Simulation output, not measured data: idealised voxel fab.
process module | voxel transistor to metal
cross-section cut | 300 nm wide | cells 5 nm
A cross-section is a grid of square cells, given in bands from the top down. A band is one or more rows of cells.
Each band's line starts with the height of the band's top and of its bottom, in nm. Then come its materials from left to right, each with its width in nm. One material with "throughout" fills the band from edge to edge. "air" is empty space.
Height 0 is the level under which the wafer as received is all one material. The lowest band goes on downwards, as in "0 down".
A width such as "30 to 40" changes by the same amount from each row of cells to the next, from the band's top row to its bottom row.
"no change" after a step means that no cell of the cross-section changed.
closed voids: empty space of 8 cells or more with no open way to the top, each as width x height at its distance from the left edge, in nm
after a step's settings: what the simulator itself notes on the step
overlay nm, on a step with a mask: how far to the right of its planned place the mask lay; to the left if negative
plan
1 op RECEIVE | material Si
2 op OXIDIZE | depth nm 5
3 op CONFORMAL_DEP | material SiN | thk nm 10
4 op MASKED_ETCH | tone cover | mask id ACTIVE | width nm 115 | pitch nm 135 | etch materials SiN | depth nm 10 | overlay nm 0
5 op MASKED_ETCH | tone cover | mask id ACTIVE | width nm 115 | pitch nm 135 | etch materials SiO2 | depth nm 5 | overlay nm 0
6 op MASKED_ETCH | tone cover | mask id ACTIVE | width nm 115 | pitch nm 135 | etch materials Si | depth nm 35 | overlay nm 0
7 op OXIDIZE | depth nm 5
8 op FILL_DEP | material SiO2 | thk nm 10
9 op CMP | height nm 10
10 op SELECTIVE_ETCH | etch materials SiO2 | depth nm 5
11 op STRIP | etch materials SiN
12 op SELECTIVE_ETCH | etch materials SiO2 | depth nm 5
13 op OXIDIZE | depth nm 5
14 op DIRECTIONAL_DEP | material polySi | thk nm 20
15 op DIRECTIONAL_DEP | material SiCN | thk nm 15
16 op DIRECTIONAL_DEP | material aC | thk nm 10
17 op PATTERN | tone cover | mask id GATE | material resist | width nm 25 | pitch nm 135 | thk nm 30 | overlay nm -15
18 op DIRECTIONAL_ETCH | etch materials aC | depth nm 10
19 op STRIP | etch materials resist
20 op DIRECTIONAL_ETCH | etch materials SiCN | depth nm 25
21 op DIRECTIONAL_ETCH | etch materials polySi | depth nm 30
22 op STRIP | etch materials aC
23 op CONFORMAL_DEP | material SiO2 | thk nm 5
24 op DIRECTIONAL_ETCH | etch materials SiO2 | depth nm 5
25 op CONFORMAL_DEP | material SiN | thk nm 5
26 op DIRECTIONAL_ETCH | etch materials SiN | depth nm 5
27 op DIRECTIONAL_ETCH | etch materials SiO2 | depth nm 5
28 op DIRECTIONAL_ETCH | etch materials Si | depth nm 10
29 op EPI | material pSi | thk nm 10
30 op FILL_DEP | material SiO2 | thk nm 5
31 op CMP | height nm 15
32 op STRIP | etch materials polySi
33 op SELECTIVE_ETCH | etch materials SiO2 | depth nm 5
34 op CONFORMAL_DEP | material HfO2 | thk nm 5
35 op CONFORMAL_DEP | material TiN | thk nm 5
36 op FILL_DEP | material W | thk nm 10
37 op CMP | height nm 10
38 op DIRECTIONAL_DEP | material SiO2 | thk nm 15
39 op MASKED_ETCH | tone open | mask id CONTACT | width nm 15 | etch materials SiO2 | depth nm 35 | overlay nm 0
40 op CONFORMAL_DEP | material TiN | thk nm 5
41 op FILL_DEP | material Ru | thk nm 10
42 op CMP | height nm 25
43 op DIRECTIONAL_DEP | material TiN | thk nm 5
44 op DIRECTIONAL_DEP | material Ru | thk nm 25
45 op MASKED_ETCH | tone cover | mask id METAL_1 | width nm 15 | etch materials Ru | depth nm 25 | overlay nm 0
46 op MASKED_ETCH | tone cover | mask id METAL_1 | width nm 15 | etch materials TiN | depth nm 5 | overlay nm 0
47 op FILL_DEP | material lowk | thk nm 5
48 op CMP | height nm 55
49 op CONFORMAL_DEP | material SiN | thk nm 5
varied across the wafers: overlay nm of step 17. The plan shows the first wafer's value. All wafers start alike
first wafer as received, after step 1
  0 down: Si throughout
  closed voids: none
each wafer at the end: cells of each material gained (+) or lost (-) since it was received, then its closed voids
overlay nm -15 | +26 HfO2 | +76 Ru | -294 Si | +76 SiN | +390 SiO2 | +82 TiN | +12 W | +288 lowk | +64 pSi | closed voids: none
overlay nm -10 | +26 HfO2 | +80 Ru | -294 Si | +76 SiN | +382 SiO2 | +86 TiN | +12 W | +288 lowk | +64 pSi | closed voids: none
overlay nm -5 | +26 HfO2 | +80 Ru | -294 Si | +76 SiN | +378 SiO2 | +90 TiN | +12 W | +288 lowk | +64 pSi | closed voids: none
overlay nm 0 | +26 HfO2 | +84 Ru | -294 Si | +76 SiN | +374 SiO2 | +90 TiN | +12 W | +288 lowk | +64 pSi | closed voids: none
overlay nm 5 | +26 HfO2 | +80 Ru | -294 Si | +76 SiN | +378 SiO2 | +90 TiN | +12 W | +288 lowk | +64 pSi | closed voids: none
overlay nm 10 | +26 HfO2 | +80 Ru | -294 Si | +76 SiN | +382 SiO2 | +86 TiN | +12 W | +288 lowk | +64 pSi | closed voids: none
overlay nm 15 | +26 HfO2 | +76 Ru | -294 Si | +76 SiN | +390 SiO2 | +82 TiN | +12 W | +288 lowk | +64 pSi | closed voids: none
